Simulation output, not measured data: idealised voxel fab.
Documented hereafter: the process module known as voxel trench capacitor.
Each square cell in cross-section cut measures 5 nm, and the section as a whole is 185 nm wide.
Notation: cross-section as square-cell grid; stated in bands, top first, going down; one or more cell rows per band.
It is stipulated that each band's entry specify, in nanometres, the height of the top of the band and then that of its bottom, followed by the materials of the band in left-to-right sequence, each together with its width in nanometres. A single material marked by the word "throughout" is understood to fill the band from edge to edge; the word "blank" is understood to denote empty space.
Basically, 0 is our baseline, since under it the wafer straight out of the box is all one material. The bottom band has no lower end and keeps on going down, so it looks like "top 0, no bottom".
You'd read "30->40" like this: the band's top row of cells is as wide as the first number, its bottom row is as wide as the second, and going down, every row changes width by the same amount as the row before did.
"no modifications", as given for a step, is the statement that not any cell of the cross-section underwent a change during that step.
Empty spaces counting at least 8 cells and having no open way to the top are listed in "Closed void register". The notation width x height at distance is used for each, the distance being from the left edge and all three values in nm.
It should be noted that, on the line of a given step, the content following the step's settings is a remark produced by the simulator itself with respect to that step.
overlay nm, on a step with a mask: how far to the right of its planned place the mask lay; to the left if negative

# These are the steps we planned for the process
1 RECEIVE (material Si)
2 CONFORMAL_DEP (material SiN; thk nm 10)
3 DIRECTIONAL_DEP (material aC; thk nm 15)
4 PATTERN (tone open; mask id TRENCH; material resist; width nm 30; pitch nm 50; thk nm 35; overlay nm 0)
5 DIRECTIONAL_ETCH (etch materials aC; depth nm 15)
6 STRIP (etch materials resist)
7 DIRECTIONAL_ETCH (etch materials SiN; depth nm 10)
8 DIRECTIONAL_ETCH (etch materials Si; depth nm 25)
9 STRIP (etch materials aC)
10 CONFORMAL_DEP (material Al2O3; thk nm 5)
11 CONFORMAL_DEP (material TiN; thk nm 5)
12 FILL_DEP (material W; thk nm 5)
13 CMP (height nm 10)

# Cross-section, incoming material, after step 1
  top 0, no bottom | Si throughout
  Closed void register: none

# Figure: cross-sectional view of the wafer upon completion of the module, processed from the initial state and according to the plan depicted above, with one error introduced during execution
  top 10, bottom 0 | SiN 40, then Al2O3 5, then TiN 5, then W 10, then TiN 5, then Al2O3 5, then SiN 20, then Al2O3 5, then TiN 5, then W 10, then TiN 5, then Al2O3 5, then SiN 65
  top 0, bottom -15 | Si 40, then Al2O3 5, then TiN 5, then W 10, then TiN 5, then Al2O3 5, then Si 20, then Al2O3 5, then TiN 5, then W 10, then TiN 5, then Al2O3 5, then Si 65
  top -15, bottom -20 | Si 40, then Al2O3 5, then TiN 20, then Al2O3 5, then Si 20, then Al2O3 5, then TiN 20, then Al2O3 5, then Si 65
  top -20, bottom -25 | Si 40, then Al2O3 30, then Si 20, then Al2O3 30, then Si 65
  top -25, no bottom | Si throughout
  Closed void register: none
So what did we get wrong on this run? so step 4 ended up running with a different setting than we planned, it ran as PATTERN (tone open; mask id TRENCH; material resist; width nm 30; pitch nm 50; thk nm 35; overlay nm -10)
